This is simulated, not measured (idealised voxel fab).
Documented hereafter: the process module known as voxel transistor to metal.
Xsec cut, 165 nm wide, square cell size 5 nm.
The cross-sections in this document take the form of a grid made of square cells. They are written out as bands, in order from top to bottom. Each band consists of one or more rows of cells.
Each band's line starts with the height of the band's top and of its bottom, in nm. Then come its materials from left to right, each with its width in nm. One material with "everywhere" fills the band from edge to edge. "blank" is empty space.
Zero point of the height axis is 0; under it, received wafer = one material. Lowest band: continues down indefinitely, "from 0 down".
Graded width ("30->40"): value in top row of band = first number; value in bottom row = second number; row-to-row change constant.
Key: "no change" - step with no changed cell in the cross-section.
Heads up: "closed voids" only lists the empty pockets with no open path to the top that are 8 cells or more, and it writes them as width x height at distance, distance from the left edge, in nm.
Post-settings text on a step line: simulator's own remark regarding the step.
overlay nm: step with mask; distance mask lay right of planned place; negative value = left of planned place.

## Steps planned for the process
1. RECEIVE, material Si
2. CONFORMAL_DEP, material SiO2, thk nm 5
3. CONFORMAL_DEP, material SiN, thk nm 10
4. PATTERN, tone cover, mask id ACTIVE, material resist, width nm 105, thk nm 15, overlay nm 0
5. DIRECTIONAL_ETCH, etch materials SiN, depth nm 10
6. DIRECTIONAL_ETCH, etch materials SiO2, depth nm 5
7. DIRECTIONAL_ETCH, etch materials Si, depth nm 20
8. STRIP, etch materials resist
9. FILL_DEP, material SiO2, thk nm 10
10. CMP, height nm 15
11. SELECTIVE_ETCH, etch materials SiO2, depth nm 5
12. STRIP, etch materials SiN
13. SELECTIVE_ETCH, etch materials SiO2, depth nm 5
14. OXIDIZE, depth nm 5
15. DIRECTIONAL_DEP, material polySi, thk nm 25
16. DIRECTIONAL_DEP, material SiCN, thk nm 10
17. DIRECTIONAL_DEP, material aC, thk nm 15
18. PATTERN, tone cover, mask id GATE, material resist, width nm 15, thk nm 30, overlay nm 0
19. DIRECTIONAL_ETCH, etch materials aC, depth nm 15
20. STRIP, etch materials resist
21. DIRECTIONAL_ETCH, etch materials SiCN, depth nm 20
22. DIRECTIONAL_ETCH, etch materials polySi, depth nm 35
23. STRIP, etch materials aC
24. CONFORMAL_DEP, material SiO2, thk nm 5
25. DIRECTIONAL_ETCH, etch materials SiO2, depth nm 5
26. CONFORMAL_DEP, material SiN, thk nm 5
27. DIRECTIONAL_ETCH, etch materials SiN, depth nm 5
28. DIRECTIONAL_ETCH, etch materials SiO2, depth nm 5
29. EPI, material SiGe, thk nm 5
30. FILL_DEP, material SiO2, thk nm 10
31. CMP, height nm 35
32. DIRECTIONAL_DEP, material SiO2, thk nm 10
33. PATTERN, tone open, mask id CONTACT, material resist, width nm 20, pitch nm 65, thk nm 20, overlay nm 0
34. DIRECTIONAL_ETCH, etch materials SiO2, depth nm 45
35. STRIP, etch materials resist
36. CONFORMAL_DEP, material TiN, thk nm 5
37. FILL_DEP, material Ru, thk nm 5
38. CMP, height nm 45
39. DIRECTIONAL_DEP, material TiN, thk nm 5
40. DIRECTIONAL_DEP, material W, thk nm 20
41. MASKED_ETCH, tone cover, mask id METAL_1, width nm 20, pitch nm 65, etch materials W, depth nm 20, overlay nm 0
42. MASKED_ETCH, tone cover, mask id METAL_1, width nm 20, pitch nm 65, etch materials TiN, depth nm 5, overlay nm 0
43. CONFORMAL_DEP, material SiCN, thk nm 5
44. FILL_DEP, material lowk, thk nm 10
45. CMP, height nm 70
46. CONFORMAL_DEP, material SiN, thk nm 5

## Cross-section of the wafer at receipt, which is the condition after step 1
  from 0 down | Si everywhere
  closed voids: none

## The first of two wafers, cross-sectioned at the end of the module, with the run proceeding as planned
  from 75 to 70 | SiN everywhere
  from 70 to 50 | 35 of lowk; 5 of SiCN; 20 of W; 5 of SiCN; 35 of lowk; 5 of SiCN; 20 of W; 5 of SiCN; 35 of lowk
  from 50 to 45 | 40 of SiCN; 20 of TiN; 45 of SiCN; 20 of TiN; 40 of SiCN
  from 45 to 35 | 40 of SiO2; 5 of TiN; 10 of Ru; 5 of TiN; 45 of SiO2; 5 of TiN; 10 of Ru; 5 of TiN; 40 of SiO2
  from 35 to 25 | 40 of SiO2; 5 of TiN; 10 of Ru; 5 of TiN; 5 of SiO2; 5 of SiN; 5 of SiO2; 15 of SiCN; 5 of SiO2; 5 of SiN; 5 of SiO2; 5 of TiN; 10 of Ru; 5 of TiN; 40 of SiO2
  from 25 to 5 | 40 of SiO2; 5 of TiN; 10 of Ru; 5 of TiN; 5 of SiO2; 5 of SiN; 5 of SiO2; 15 of polySi; 5 of SiO2; 5 of SiN; 5 of SiO2; 5 of TiN; 10 of Ru; 5 of TiN; 40 of SiO2
  from 5 to 0 | 30 of SiO2; 5 of SiN; 5 of SiO2; 20 of TiN; 5 of SiO2; 5 of SiN; 5 of SiO2; 15 of polySi; 5 of SiO2; 5 of SiN; 5 of SiO2; 20 of TiN; 5 of SiO2; 5 of SiN; 30 of SiO2
  from 0 to -5 | 35 of SiO2; 30 of SiGe; 35 of SiO2; 30 of SiGe; 35 of SiO2
  from -5 to -20 | 30 of SiO2; 105 of Si; 30 of SiO2
  from -20 down | Si everywhere
  closed voids: none

## Presented here is a cross-section of the second of the two wafers as it stood at the end of the module. It was started in the same manner and assigned the same plan as the first wafer; however, one mistake was made in its execution
  from 75 to 70 | SiN everywhere
  from 70 to 50 | 35 of lowk; 5 of SiCN; 20 of W; 5 of SiCN; 35 of lowk; 5 of SiCN; 20 of W; 5 of SiCN; 35 of lowk
  from 50 to 45 | 40 of SiCN; 20 of TiN; 45 of SiCN; 20 of TiN; 40 of SiCN
  from 45 to 35 | 40 of SiO2; 5 of TiN; 10 of Ru; 5 of TiN; 45 of SiO2; 5 of TiN; 10 of Ru; 5 of TiN; 40 of SiO2
  from 35 to 25 | 40 of SiO2; 5 of TiN; 10 of Ru; 5 of TiN; 5 of SiO2; 5 of SiN; 25 of SiCN; 5 of SiN; 5 of SiO2; 5 of TiN; 10 of Ru; 5 of TiN; 40 of SiO2
  from 25 to 10 | 40 of SiO2; 5 of TiN; 10 of Ru; 5 of TiN; 5 of SiO2; 5 of SiN; 5 of SiCN; 15 of polySi; 5 of SiCN; 5 of SiN; 5 of SiO2; 5 of TiN; 10 of Ru; 5 of TiN; 40 of SiO2
  from 10 to 5 | 30 of SiCN; 5 of SiN; 5 of SiO2; 20 of TiN; 5 of SiO2; 5 of SiN; 5 of SiCN; 15 of polySi; 5 of SiCN; 5 of SiN; 5 of SiO2; 20 of TiN; 5 of SiO2; 5 of SiN; 30 of SiCN
  from 5 to 0 | 25 of SiO2; 50 of SiCN; 15 of polySi; 50 of SiCN; 25 of SiO2
  from 0 to -5 | SiO2 everywhere
  from -5 to -20 | 30 of SiO2; 105 of Si; 30 of SiO2
  from -20 down | Si everywhere
  closed voids: none
What went wrong in running the wafer? step 24 went in with a setting other than planned; the actual run was CONFORMAL_DEP, material SiCN, thk nm 5
Final tally in cells, some materials are higher or lower on the second wafer than on the first: Ru: 4 fewer | SiCN: 44 more | SiGe: 12 fewer | SiN: 2 fewer | SiO2: 22 fewer | TiN: 4 fewer
